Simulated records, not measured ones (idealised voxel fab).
The following process module bears the name voxel wiring stack.
Cross-section cut spans 160 nm and uses square cells 5 nm in size.
Cross-section, as written here: a square-cell grid given band by band from the top down, where a band holds one or more rows of cells.
Each band's line starts with the height of the band's top and of its bottom, in nm. Then come its materials from left to right, each with its width in nm. One material with "throughout" fills the band from edge to edge. "air" is empty space.
Where do heights start? At 0: under that level the wafer as delivered is made of one material only. And the lowest band has no floor; it just carries on downward, as in "0..down".
Per-row width for "30..40": begins at first number (top row of band), ends at second number (bottom row), increment between rows held constant.
For the purposes of this document, the phrase "remained unchanged" attached to a step denotes that no cell within the cross-section was modified by that step.
Look at "Entrapped voids" for the closed voids: empty spaces with no open path to the top, sized 8 cells or up. Each is width x height at distance, distance from the left edge, all nm.
Read whatever lies past the settings on a step's line as the simulator's own remark about the step.
"overlay nm" denotes, for a step that has a mask, the displacement of the mask to the right of its planned place, with negative values corresponding to the left.
## Planned process steps
step 1: RECEIVE (material Si)
step 2: CONFORMAL_DEP (material SiO2; thk nm 15)
step 3: CONFORMAL_DEP (material SiCN; thk nm 5)
step 4: DIRECTIONAL_DEP (material SiO2; thk nm 15)
step 5: PATTERN (tone open; mask id METAL_1; material resist; width nm 20; pitch nm 35; thk nm 15; overlay nm 0)
step 6: DIRECTIONAL_ETCH (etch materials SiO2; depth nm 15)
step 7: DIRECTIONAL_ETCH (etch materials SiCN; depth nm 5)
step 8: STRIP (etch materials resist)
step 9: CONFORMAL_DEP (material TiN; thk nm 5)
step 10: FILL_DEP (material Ru; thk nm 5)
step 11: CMP (height nm 25)
step 12: EPI (material Ru; thk nm 5)
step 13: FILL_DEP (material SiCN; thk nm 5)
step 14: DIRECTIONAL_DEP (material lowk; thk nm 30)
step 15: DIRECTIONAL_DEP (material aC; thk nm 15)
step 16: PATTERN (tone open; mask id METAL_2_HOLES; material resist; width nm 15; pitch nm 35; thk nm 30; overlay nm 0)
step 17: DIRECTIONAL_ETCH (etch materials aC; depth nm 15)
step 18: STRIP (etch materials resist)
step 19: DIRECTIONAL_ETCH (etch materials lowk; depth nm 30)
step 20: STRIP (etch materials aC)
step 21: MASKED_ETCH (tone open; mask id METAL_2; width nm 20; pitch nm 35; etch materials lowk; depth nm 20; overlay nm 0)
step 22: MASKED_ETCH (tone open; mask id METAL_2; width nm 20; pitch nm 35; etch materials SiCN; depth nm 5; overlay nm 0)
step 23: CONFORMAL_DEP (material TiN; thk nm 5)
step 24: FILL_DEP (material Cu; thk nm 10)
step 25: CMP (height nm 75)
step 26: CONFORMAL_DEP (material SiN; thk nm 5)
The plan shows the height nm of step 11 as the first wafer had it; this setting differs between the wafers, which start out alike.
## Received condition of the first of several wafers, sectioned: post-step 1
	0..down: Si throughout
	Entrapped voids: none
## End of module: cross-section of the first of several wafers after step 26, the last step
	80..75: SiN throughout
	75..70: Cu throughout
	70..65: TiN=55 | Cu=10 | TiN=25 | Cu=10 | TiN=60
	65..50: lowk=50 | TiN=5 | Cu=10 | TiN=5 | lowk=15 | TiN=5 | Cu=10 | TiN=5 | lowk=55
	50..45: lowk=50 | TiN=5 | Cu=5 | TiN=10 | lowk=15 | TiN=5 | Cu=5 | TiN=10 | lowk=55
	45..35: lowk=50 | TiN=5 | Cu=5 | TiN=5 | lowk=20 | TiN=5 | Cu=5 | TiN=5 | lowk=60
	35..30: SiCN=50 | TiN=15 | SiCN=20 | TiN=15 | SiCN=60
	30..25: SiCN=45 | Ru=30 | SiCN=5 | Ru=30 | SiCN=50
	25..20: SiO2=50 | TiN=5 | Ru=10 | TiN=5 | SiO2=15 | TiN=5 | Ru=10 | TiN=5 | SiO2=55
	20..15: SiCN=50 | TiN=20 | SiCN=15 | TiN=20 | SiCN=55
	15..0: SiO2 throughout
	0..down: Si throughout
	Entrapped voids: none
## The final wafer, sectioned at module end
	80..75: SiN throughout
	75..65: lowk=50 | TiN=5 | Cu=10..5 | TiN=5..10 | lowk=15 | TiN=5 | Cu=10..5 | TiN=5..10 | lowk=55
	65..55: lowk=50 | TiN=5 | Cu=5 | TiN=5 | lowk=20 | TiN=5 | Cu=5 | TiN=5 | lowk=60
	55..50: SiCN=50 | TiN=15 | SiCN=20 | TiN=15 | SiCN=60
	50..40: Ru throughout
	40..35: TiN=55 | Ru=10 | TiN=25 | Ru=10 | TiN=60
	35..20: SiO2=50 | TiN=5 | Ru=10 | TiN=5 | SiO2=15 | TiN=5 | Ru=10 | TiN=5 | SiO2=55
	20..15: SiCN=50 | TiN=20 | SiCN=15 | TiN=20 | SiCN=55
	15..0: SiO2 throughout
	0..down: Si throughout
	Entrapped voids: none
## Below is a per-wafer table. In it, each row describes the wafer at the end of the module by giving, for each material, the number of cells gained (+) or lost (-) since the wafer was received, and after that the closed voids of the wafer
height nm 25, +54 Cu, +16 Ru, +70 SiCN, +32 SiN, +120 SiO2, +72 TiN, +148 lowk, Entrapped voids: none
height nm 30, +22 Cu, +20 Ru, +70 SiCN, +32 SiN, +144 SiO2, +76 TiN, +148 lowk, Entrapped voids: none
height nm 35, +18 Cu, +24 Ru, +70 SiCN, +32 SiN, +168 SiO2, +52 TiN, +148 lowk, Entrapped voids: none
height nm 40, +14 Cu, +48 Ru, +50 SiCN, +32 SiN, +168 SiO2, +76 TiN, +124 lowk, Entrapped voids: none
height nm 45, +10 Cu, +80 Ru, +50 SiCN, +32 SiN, +168 SiO2, +72 TiN, +100 lowk, Entrapped voids: none
